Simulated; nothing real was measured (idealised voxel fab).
This section sets out a process module, namely voxel ribs on slabs.
Displayed cross-section: cut, width of 240 nm, square cells sized 5 nm.
Cross-section, as written here: a square-cell grid given band by band from the top down, where a band holds one or more rows of cells. Basically the band line says how high the top is and how high the bottom is, in nm, and then what's in it from left to right, every material with its width in nm. Empty space shows up as "blank", and if a single material carries "everywhere" it runs the full band edge to edge. All heights in this document are referenced to 0, defined as the level beneath which the wafer, as received, consists entirely of one material. The lowest band is not bounded below; it extends indefinitely downward and is written in the form "0 down". Top row gets the first number, bottom row gets the second, and each row in between changes by the same step: that is how a band width like "30..40" works. It should be understood that the words "identical to before", when stated for a given step, signify that the cross-section underwent no change in any of its cells during that step. Entry "Closed void register". Content: empty spaces with no open connection to the top, size 8 cells or greater. Each: width x height at distance. Distance: from left edge. Unit: nm. The remark found on a step's line after its settings is issued by the simulator itself and pertains to that step. The line of a step may include "overlay nm". On a step with a mask, this value is how far to the right of its planned place the mask lay. A negative value means the mask lay to the left.

The process steps that were planned are listed below:
1 RECEIVE with material Si
2 DIRECTIONAL_DEP with material SiO2, thk nm 25
3 DIRECTIONAL_DEP with material polySi, thk nm 20
4 PATTERN with tone cover, mask id RIB, material resist, width nm 30, thk nm 20, overlay nm -15
5 DIRECTIONAL_ETCH with etch materials polySi, depth nm 5
6 STRIP with etch materials resist
7 DIRECTIONAL_DEP with material aC, thk nm 15
8 PATTERN with tone cover, mask id SLAB, material resist, width nm 60, thk nm 35, overlay nm 0
9 DIRECTIONAL_ETCH with etch materials aC, depth nm 15
10 STRIP with etch materials resist
11 DIRECTIONAL_ETCH with etch materials polySi, depth nm 15
12 STRIP with etch materials aC
13 FILL_DEP with material SiO2, thk nm 30
14 CMP with height nm 65
15 DIRECTIONAL_DEP with material TiN, thk nm 5
16 MASKED_ETCH with tone cover, mask id HEATER, width nm 40, etch materials TiN, depth nm 5, overlay nm 0
17 CONFORMAL_DEP with material SiN, thk nm 5
Where the wafers of this document differ is in the overlay nm of step 4; they start out the same, and the plan states the value that applied to the first wafer.

first wafer as received, after step 1:
	0 down = Si everywhere
	Closed void register: none

Per-wafer rows below. For each material: cells gained (+) or lost (-) since the wafer was received, as of end of module. Then: closed voids:
overlay nm -15, +50 SiN, +582 SiO2, +8 TiN, +42 polySi, Closed void register: none
overlay nm -10, +50 SiN, +582 SiO2, +8 TiN, +42 polySi, Closed void register: none
overlay nm -5, +50 SiN, +582 SiO2, +8 TiN, +42 polySi, Closed void register: none
overlay nm 0, +50 SiN, +582 SiO2, +8 TiN, +42 polySi, Closed void register: none
overlay nm 5, +50 SiN, +582 SiO2, +8 TiN, +42 polySi, Closed void register: none
overlay nm 10, +50 SiN, +582 SiO2, +8 TiN, +42 polySi, Closed void register: none
overlay nm 15, +50 SiN, +582 SiO2, +8 TiN, +42 polySi, Closed void register: none
